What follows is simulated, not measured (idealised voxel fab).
process module | voxel released beams
cross-section cut | 265 nm wide | cells 5 nm
Think of the cross-section as a grid of square cells. We describe it in bands, top to bottom, and each band covers one or more rows of those cells. Heads up on the band format: heights come first, top then bottom, in nm. After that it's the materials left to right, each with its width in nm. A single material flagged "all across" fills the whole band edge to edge, and "blank" means there's empty space there. Heights are expressed relative to 0, this being the level below which the as-received wafer comprises one material exclusively. The lowest band is unbounded in the downward direction and is denoted as in "0 down". The expression "30..40" gives the width at the extremes of the band, the first number at its top row of cells and the second at its bottom row, with the width changing by equal amounts from each row to the next in between. Step marked "remains unaltered"? Then no cell in the cross-section changed in it. Entry "Closed voids list" = empty spaces >= 8 cells with no open way to the top; each as width x height at distance, distance from left edge, all nm. On each step's line, the part that comes after the settings is the simulator's own comment on the step. Regarding "overlay nm": on a step with a mask, it is the distance the mask lay to the right of its planned place; a negative value places it to the left.
-- List of planned process steps
| 1 | RECEIVE with material Si |
| 2 | CONFORMAL_DEP with material Al2O3, thk nm 10 |
| 3 | DIRECTIONAL_DEP with material SiO2, thk nm 10 |
| 4 | MASKED_ETCH with tone open, mask id ANCHOR, width nm 40, etch materials SiO2, depth nm 10, overlay nm 0 |
| 5 | CONFORMAL_DEP with material W, thk nm 15 |
| 6 | MASKED_ETCH with tone cover, mask id BEAM, width nm 90, etch materials W, depth nm 15, overlay nm 0 |
| 7 | STRIP with etch materials SiO2 |
-- First wafer, two in total, run as planned
-- As received (post step 1): cross-section
	0 down  Si all across
	Closed voids list: none
-- After step 2, in cross-section
	10 to 0  Al2O3 all across
	Nothing below the height 0 has changed.
-- After step 3, in cross-section
	20 to 10  SiO2 all across
	Nothing below the height 10 has changed.
-- After step 4, in cross-section
	20 to 10  90 SiO2; 40 blank; 135 SiO2
	Nothing below the height 10 has changed.
-- After step 5, in cross-section
	35 to 25  105 W; 10 blank; 150 W
	25 to 20  W all across
	20 to 10  90 SiO2; 40 W; 135 SiO2
	Nothing below the height 10 has changed.
-- After step 6, in cross-section
	35 to 25  85 blank; 20 W; 10 blank; 60 W; 90 blank
	25 to 20  85 blank; 90 W; 90 blank
	Nothing below the height 20 has changed.
-- After step 7, in cross-section
	35 to 25  85 blank; 20 W; 10 blank; 60 W; 90 blank
	25 to 20  85 blank; 90 W; 90 blank
	20 to 10  90 blank; 40 W; 135 blank
	Nothing below the height 10 has changed.
-- Wafer two of two - same starting point, same process plan, one mistake in execution; matches wafer one up to and including step 3
-- Here is the second wafer in cross-section at the point where step 4 of the plan should have been done
	20 to 10  90 SiO2; 45 blank; 130 SiO2
	Nothing below the height 10 has changed.
-- Here is the second wafer in cross-section at the point where step 5 of the plan should have been done
	35 to 25  105 W; 15 blank; 145 W
	25 to 20  W all across
	20 to 10  90 SiO2; 45 W; 130 SiO2
	Nothing below the height 10 has changed.
-- Here is the second wafer in cross-section at the point where step 6 of the plan should have been done
	35 to 25  85 blank; 20 W; 15 blank; 55 W; 90 blank
	25 to 20  85 blank; 90 W; 90 blank
	Nothing below the height 20 has changed.
-- Here is the second wafer in cross-section at the point where step 7 of the plan should have been done
	35 to 25  85 blank; 20 W; 15 blank; 55 W; 90 blank
	25 to 20  85 blank; 90 W; 90 blank
	20 to 10  90 blank; 45 W; 130 blank
	Nothing below the height 10 has changed.
Where did the run depart from the plan? planned and actual differ for step 4; actual: MASKED_ETCH with tone open, mask id ANCHOR, width nm 45, etch materials SiO2, depth nm 10, overlay nm 0
at the end the second wafer has, in cells: as many of each material as the first, in other places
